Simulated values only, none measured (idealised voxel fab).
Proc. module: voxel double patterning
Cross-sectional view cut (width: 175 nm; square cell size: 5 nm).
How to read a cross-section here: the picture is a grid of square cells, written as bands going from the top down, and any band can span one or more rows of cells.
Each band's line starts with the height of the band's top and of its bottom, in nm. Then come its materials from left to right, each with its width in nm. One material with "everywhere" fills the band from edge to edge. "air" is empty space.
Height 0 is the level under which the wafer as received is all one material. The lowest band goes on downwards, as in "top 0, no bottom".
The width entry "30->40" should be interpreted row by row: the top row of cells in the band takes the first number, the bottom row takes the second number, and the change between adjacent rows is uniform throughout.
When a step is marked "remains unaltered", none of the cells in the cross-section changed during that step.
Empty spaces counting at least 8 cells and having no open way to the top are listed in "Enclosed internal voids". The notation width x height at distance is used for each, the distance being from the left edge and all three values in nm.
It should be noted that, on the line of a given step, the content following the step's settings is a remark produced by the simulator itself with respect to that step.
"overlay nm" on a masked step: distance the mask lay right of its planned place, negative for left.
Planned process steps
| 1 | RECEIVE [material Si] |
| 2 | CONFORMAL_DEP [material SiO2] [thk nm 10] |
| 3 | DIRECTIONAL_DEP [material W] [thk nm 10] |
| 4 | DIRECTIONAL_DEP [material SiCN] [thk nm 5] |
| 5 | DIRECTIONAL_DEP [material aC] [thk nm 5] |
| 6 | PATTERN [tone open] [mask id FIRST] [material resist] [width nm 15] [pitch nm 50] [thk nm 25] [overlay nm 0] |
| 7 | DIRECTIONAL_ETCH [etch materials aC] [depth nm 10] |
| 8 | STRIP [etch materials resist] |
| 9 | DIRECTIONAL_ETCH [etch materials SiCN] [depth nm 5] |
| 10 | STRIP [etch materials aC] |
| 11 | PATTERN [tone open] [mask id SECOND] [material resist] [width nm 15] [pitch nm 50] [thk nm 15] [overlay nm 0] |
| 12 | DIRECTIONAL_ETCH [etch materials SiCN] [depth nm 5] |
| 13 | STRIP [etch materials resist] |
| 14 | DIRECTIONAL_ETCH [etch materials W] [depth nm 10] |
| 15 | STRIP [etch materials SiCN] |
For clarity, it should be stated that the wafers under discussion commence in an identical condition and differ with respect to the thk nm of step 5, the plan indicating the value that the first wafer had.
As-received state after step 1, first of several wafers, cross-section
* top 0, no bottom  Si everywhere
* Enclosed internal voids: none
Below is a per-wafer table. In it, each row describes the wafer at the end of the module by giving, for each material, the number of cells gained (+) or lost (-) since the wafer was received, and after that the closed voids of the wafer
thk nm 5; +70 SiO2; +40 W; Enclosed internal voids: none
thk nm 10; +70 SiO2; +40 W; Enclosed internal voids: none
thk nm 15; +70 SiO2; +58 W; Enclosed internal voids: none
thk nm 20; +70 SiO2; +58 W; Enclosed internal voids: none
thk nm 25; +70 SiO2; +58 W; Enclosed internal voids: none
